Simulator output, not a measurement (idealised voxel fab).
process module | voxel capacitor over wiring
cross-section cut | 240 nm wide | cells 5 nm
A cross-section is a grid of square cells, given in bands from the top down. A band is one or more rows of cells.
Each band's line starts with the height of the band's top and of its bottom, in nm. Then come its materials from left to right, each with its width in nm. One material with "throughout" fills the band from edge to edge. "air" is empty space.
Height 0 is the level under which the wafer as received is all one material. The lowest band goes on downwards, as in "0 down".
A width such as "30 to 40" changes by the same amount from each row of cells to the next, from the band's top row to its bottom row.
"no change" after a step means that no cell of the cross-section changed.
closed voids: empty space of 8 cells or more with no open way to the top, each as width x height at its distance from the left edge, in nm
after a step's settings: what the simulator itself notes on the step
overlay nm, on a step with a mask: how far to the right of its planned place the mask lay; to the left if negative
plan
1 op RECEIVE | material Si
2 op CONFORMAL_DEP | material SiO2 | thk nm 15
3 op DIRECTIONAL_DEP | material TiN | thk nm 5
4 op DIRECTIONAL_DEP | material W | thk nm 25
5 op MASKED_ETCH | tone cover | mask id METAL_1 | width nm 20 | pitch nm 80 | etch materials W | depth nm 25 | overlay nm 0
6 op MASKED_ETCH | tone cover | mask id METAL_1 | width nm 20 | pitch nm 80 | etch materials TiN | depth nm 5 | overlay nm 0
7 op CONFORMAL_DEP | material SiN | thk nm 5
8 op FILL_DEP | material lowk | thk nm 10
9 op CMP | height nm 45
10 op CONFORMAL_DEP | material SiCN | thk nm 5
11 op DIRECTIONAL_DEP | material SiO2 | thk nm 10
12 op MASKED_ETCH | tone open | mask id PLUG_1 | width nm 15 | etch materials SiO2 | depth nm 10 | overlay nm 0
13 op MASKED_ETCH | tone open | mask id PLUG_1 | width nm 15 | etch materials SiCN | depth nm 5 | overlay nm 0
14 op EPI | material Ru | thk nm 10
15 op EPI | material Ru | thk nm 5
16 op DIRECTIONAL_DEP | material TiN | thk nm 5
17 op DIRECTIONAL_DEP | material Al2O3 | thk nm 5
18 op DIRECTIONAL_DEP | material TiN | thk nm 10
19 op PATTERN | tone cover | mask id UPPER_PLATE | material resist | width nm 65 | thk nm 20 | overlay nm 0
20 op DIRECTIONAL_ETCH | etch materials TiN | depth nm 10
21 op DIRECTIONAL_ETCH | etch materials Al2O3 | depth nm 5
22 op STRIP | etch materials resist
23 op PATTERN | tone cover | mask id LOWER_PLATE | material resist | width nm 75 | thk nm 15 | overlay nm 0
24 op DIRECTIONAL_ETCH | etch materials TiN | depth nm 5
25 op STRIP | etch materials resist
26 op FILL_DEP | material SiO2 | thk nm 15
27 op CMP | height nm 90
28 op PATTERN | tone open | mask id PLUG_2 | material resist | width nm 15 | thk nm 20 | overlay nm 0
29 op DIRECTIONAL_ETCH | etch materials SiO2 | depth nm 10
30 op STRIP | etch materials resist
31 op CONFORMAL_DEP | material TiN | thk nm 5
32 op FILL_DEP | material Cu | thk nm 10
33 op CMP | height nm 90
34 op CONFORMAL_DEP | material SiN | thk nm 5
as received, after step 1
  0 down: Si throughout
  closed voids: none
first wafer at the end, as planned
  95 to 90: SiN throughout
  90 to 85: SiO2 85 | TiN 5 | Cu 5 | TiN 5 | SiO2 140
  85 to 80: SiO2 85 | TiN 15 | SiO2 140
  80 to 70: SiO2 75 | TiN 65 | SiO2 100
  70 to 65: SiO2 75 | Al2O3 65 | SiO2 100
  65 to 60: SiO2 70 | TiN 75 | SiO2 95
  60 to 50: SiO2 75 | Ru 15 | SiO2 150
  50 to 45: SiCN 75 | Ru 15 | SiCN 150
  45 to 20: lowk 65 | SiN 5 | W 20 | SiN 5 | lowk 50 | SiN 5 | W 20 | SiN 5 | lowk 65
  20 to 15: SiN 70 | TiN 20 | SiN 60 | TiN 20 | SiN 70
  15 to 0: SiO2 throughout
  0 down: Si throughout
  closed voids: none
second wafer at the end: like start, like plan, one mistake
  95 to 90: SiN throughout
  90 to 80: SiO2 75 | TiN 25 | SiO2 140
  80 to 75: SiO2 75 | Al2O3 25 | TiN 40 | SiO2 100
  75 to 70: SiO2 70 | TiN 70 | SiO2 100
  70 to 65: SiO2 65 | Ru 35 | Al2O3 40 | SiO2 100
  65 to 60: SiO2 65 | Ru 35 | TiN 45 | SiO2 95
  60 to 50: SiO2 75 | Ru 15 | SiO2 150
  50 to 45: SiCN 75 | Ru 15 | SiCN 150
  45 to 20: lowk 65 | SiN 5 | W 20 | SiN 5 | lowk 50 | SiN 5 | W 20 | SiN 5 | lowk 65
  20 to 15: SiN 70 | TiN 20 | SiN 60 | TiN 20 | SiN 70
  15 to 0: SiO2 throughout
  0 down: Si throughout
  closed voids: none
what went wrong: step 14 was run twice
at the end the second wafer has, in cells: 1 fewer of Cu | 14 more of Ru | 8 fewer of SiO2 | 5 fewer of TiN
